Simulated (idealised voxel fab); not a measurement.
Title: Process Module voxel gate over fins
Shown is cross-section cut, with a width of 280 nm and square cells of size 5 nm.
Cross-section layout: square cells on a grid; listed as bands, top to bottom; a band spans one or more cell rows.
First you get the band's top height and its bottom height, in nm, and then the materials it's made of, left to right, with each width in nm. If you see a single material with "all across", that one covers the band edge to edge. "blank" is empty space.
Heads up on the height convention: 0 is the point under which the incoming wafer is all one material, and the lowest band has no bottom, it just keeps going down, like "top 0, no bottom".
Quick explanation for "30..40": the width changes in equal steps down the rows of cells, from the first number in the band's top row to the second number in its bottom row.
"nothing was modified" (step): cross-section cells unchanged, all of them.
If an empty space has no open way to the top and is at least 8 cells in size, "Encapsulated voids" lists it, written width x height at distance, where distance is measured from the left edge and every value is in nm.
Whatever follows a step's settings on its line is a remark the simulator itself makes about that step.
overlay nm: where the mask lay relative to plan, measured to the right, on steps with a mask; negatives go left.
### Steps in the process plan
1: RECEIVE (material Si)
2: CONFORMAL_DEP (material SiN; thk nm 10)
3: MASKED_ETCH (tone cover; mask id FINS; width nm 15; pitch nm 45; etch materials SiN; depth nm 10; overlay nm 0)
4: MASKED_ETCH (tone cover; mask id FINS; width nm 15; pitch nm 45; etch materials Si; depth nm 30; overlay nm 0)
5: OXIDIZE (depth nm 5)
6: FILL_DEP (material SiO2; thk nm 5)
7: CMP (height nm 10)
8: SELECTIVE_ETCH (etch materials SiO2; depth nm 20)
9: STRIP (etch materials SiN)
10: CONFORMAL_DEP (material HfO2; thk nm 5)
11: CONFORMAL_DEP (material TiN; thk nm 5)
12: CONFORMAL_DEP (material TiAl; thk nm 5)
13: CONFORMAL_DEP (material TiN; thk nm 5)
14: FILL_DEP (material W; thk nm 15)
15: CMP (height nm 30)
16: CONFORMAL_DEP (material SiN; thk nm 10)
### Cross-section, incoming material, after step 1
* top 0, no bottom | Si all across
* Encapsulated voids: none
### Result of the module, cross-sectioned: start per above, plan per above, one error in how it was run
* top 40, bottom 30 | SiN all across
* top 30, bottom 15 | W all across
* top 15, bottom 5 | 100 W / 35 TiN / 10 W / 35 TiN / 100 W
* top 5, bottom 0 | 110 TiN / 15 HfO2 / 30 TiN / 15 HfO2 / 110 TiN
* top 0, bottom -5 | 110 TiN / 5 HfO2 / 5 Si / 5 HfO2 / 30 TiN / 5 HfO2 / 5 Si / 5 HfO2 / 110 TiN
* top -5, bottom -10 | 115 HfO2 / 5 Si / 40 HfO2 / 5 Si / 115 HfO2
* top -10, bottom -35 | 115 SiO2 / 5 Si / 40 SiO2 / 5 Si / 115 SiO2
* top -35, no bottom | Si all across
* Encapsulated voids: none
Finding, execution versus plan: the run left out plan step 12 entirely, so it was never executed
